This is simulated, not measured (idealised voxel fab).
Proc. module: voxel double patterning
Cross-section cut: width 175 nm, square cells of 5 nm.
Cross-section spec: square-cell grid; bands listed top down; each band is one or more rows.
The band entry comprises the height of the band's top followed by the height of its bottom, expressed in nm, and subsequently the band's materials from left to right, each stated together with its width in nm. Where a single material is marked with the word "throughout", that material fills the band from edge to edge. The word "empty" represents empty space.
Below 0: as-received wafer, all one material; heights counted from there. Lowest band: no bottom, goes on down, written "from 0 down".
A width such as "30->40" changes by the same amount from each row of cells to the next, from the band's top row to its bottom row.
The cross-section has no changed cell in any step marked "stayed the same".
"Internal closed voids": empty spaces of 8 cells or more with no open way to the top, each given as width x height at distance, distance from the left edge, all in nm.
after a step's settings: what the simulator itself notes on the step
overlay nm: how far to the right of its planned place the mask lay on this masked step (negative: to the left).
Here's what the planned process steps look like
step 1: RECEIVE | material Si
step 2: CONFORMAL_DEP | material SiO2 | thk nm 10
step 3: DIRECTIONAL_DEP | material TiN | thk nm 20
step 4: DIRECTIONAL_DEP | material SiCN | thk nm 5
step 5: PATTERN | tone open | mask id FIRST | material resist | width nm 15 | pitch nm 50 | thk nm 15 | overlay nm 0
step 6: DIRECTIONAL_ETCH | etch materials SiCN | depth nm 5
step 7: STRIP | etch materials resist
step 8: PATTERN | tone open | mask id SECOND | material resist | width nm 15 | thk nm 15 | overlay nm 0
step 9: DIRECTIONAL_ETCH | etch materials SiCN | depth nm 5
step 10: STRIP | etch materials resist
step 11: DIRECTIONAL_ETCH | etch materials TiN | depth nm 20
step 12: STRIP | etch materials SiCN
So, the first of our two wafers, run just as we planned it
Incoming wafer, cross-sectional view, post step 1
	from 0 down  Si throughout
	Internal closed voids: none
You're looking at a cross-section of the wafer after step 2
	from 10 to 0  SiO2 throughout
	At heights below 0, the structure remains unaltered.
You're looking at a cross-section of the wafer after step 3
	from 30 to 10  TiN throughout
	At heights below 10, the structure remains unaltered.
You're looking at a cross-section of the wafer after step 4
	from 35 to 30  SiCN throughout
	At heights below 30, the structure remains unaltered.
You're looking at a cross-section of the wafer after step 5
	from 50 to 35  resist (55); empty (15); resist (35); empty (15); resist (55)
	At heights below 35, the structure remains unaltered.
You're looking at a cross-section of the wafer after step 6
	from 50 to 35  resist (55); empty (15); resist (35); empty (15); resist (55)
	from 35 to 30  SiCN (55); empty (15); SiCN (35); empty (15); SiCN (55)
	At heights below 30, the structure remains unaltered.
You're looking at a cross-section of the wafer after step 7
	from 35 to 30  SiCN (55); empty (15); SiCN (35); empty (15); SiCN (55)
	At heights below 30, the structure remains unaltered.
You're looking at a cross-section of the wafer after step 8
	from 50 to 35  resist (80); empty (15); resist (80)
	from 35 to 30  SiCN (55); resist (15); SiCN (35); resist (15); SiCN (55)
	At heights below 30, the structure remains unaltered.
You're looking at a cross-section of the wafer after step 9
	from 50 to 35  resist (80); empty (15); resist (80)
	from 35 to 30  SiCN (55); resist (15); SiCN (10); empty (15); SiCN (10); resist (15); SiCN (55)
	At heights below 30, the structure remains unaltered.
You're looking at a cross-section of the wafer after step 10
	from 35 to 30  SiCN (55); empty (15); SiCN (10); empty (15); SiCN (10); empty (15); SiCN (55)
	At heights below 30, the structure remains unaltered.
You're looking at a cross-section of the wafer after step 11
	from 35 to 30  SiCN (55); empty (15); SiCN (10); empty (15); SiCN (10); empty (15); SiCN (55)
	from 30 to 10  TiN (55); empty (15); TiN (10); empty (15); TiN (10); empty (15); TiN (55)
	At heights below 10, the structure remains unaltered.
You're looking at a cross-section of the wafer after step 12
	from 30 to 10  TiN (55); empty (15); TiN (10); empty (15); TiN (10); empty (15); TiN (55)
	At heights below 10, the structure remains unaltered.
Here the second wafer is described. Its start and its plan were those of the first wafer. Its run contained one mistake. Up to and including step 2, it did exactly what the first wafer did
Planned end of step 3: second wafer, cross-section
	from 50 to 10  TiN throughout
	At heights below 10, the structure remains unaltered.
Planned end of step 4: second wafer, cross-section
	from 55 to 50  SiCN throughout
	At heights below 50, the structure remains unaltered.
Planned end of step 5: second wafer, cross-section
	from 70 to 55  resist (55); empty (15); resist (35); empty (15); resist (55)
	At heights below 55, the structure remains unaltered.
Planned end of step 6: second wafer, cross-section
	from 70 to 55  resist (55); empty (15); resist (35); empty (15); resist (55)
	from 55 to 50  SiCN (55); empty (15); SiCN (35); empty (15); SiCN (55)
	At heights below 50, the structure remains unaltered.
Planned end of step 7: second wafer, cross-section
	from 55 to 50  SiCN (55); empty (15); SiCN (35); empty (15); SiCN (55)
	At heights below 50, the structure remains unaltered.
Planned end of step 8: second wafer, cross-section
	from 70 to 55  resist (80); empty (15); resist (80)
	from 55 to 50  SiCN (55); resist (15); SiCN (35); resist (15); SiCN (55)
	At heights below 50, the structure remains unaltered.
Planned end of step 9: second wafer, cross-section
	from 70 to 55  resist (80); empty (15); resist (80)
	from 55 to 50  SiCN (55); resist (15); SiCN (10); empty (15); SiCN (10); resist (15); SiCN (55)
	At heights below 50, the structure remains unaltered.
Planned end of step 10: second wafer, cross-section
	from 55 to 50  SiCN (55); empty (15); SiCN (10); empty (15); SiCN (10); empty (15); SiCN (55)
	At heights below 50, the structure remains unaltered.
Planned end of step 11: second wafer, cross-section
	from 55 to 50  SiCN (55); empty (15); SiCN (10); empty (15); SiCN (10); empty (15); SiCN (55)
	from 50 to 30  TiN (55); empty (15); TiN (10); empty (15); TiN (10); empty (15); TiN (55)
	At heights below 30, the structure remains unaltered.
Planned end of step 12: second wafer, cross-section
	from 50 to 30  TiN (55); empty (15); TiN (10); empty (15); TiN (10); empty (15); TiN (55)
	At heights below 30, the structure remains unaltered.
Diagnosis: twice, step 3 of the plan was run
Per the end-of-run cell counts, the second wafer holds more or fewer of some materials than the first: TiN +140
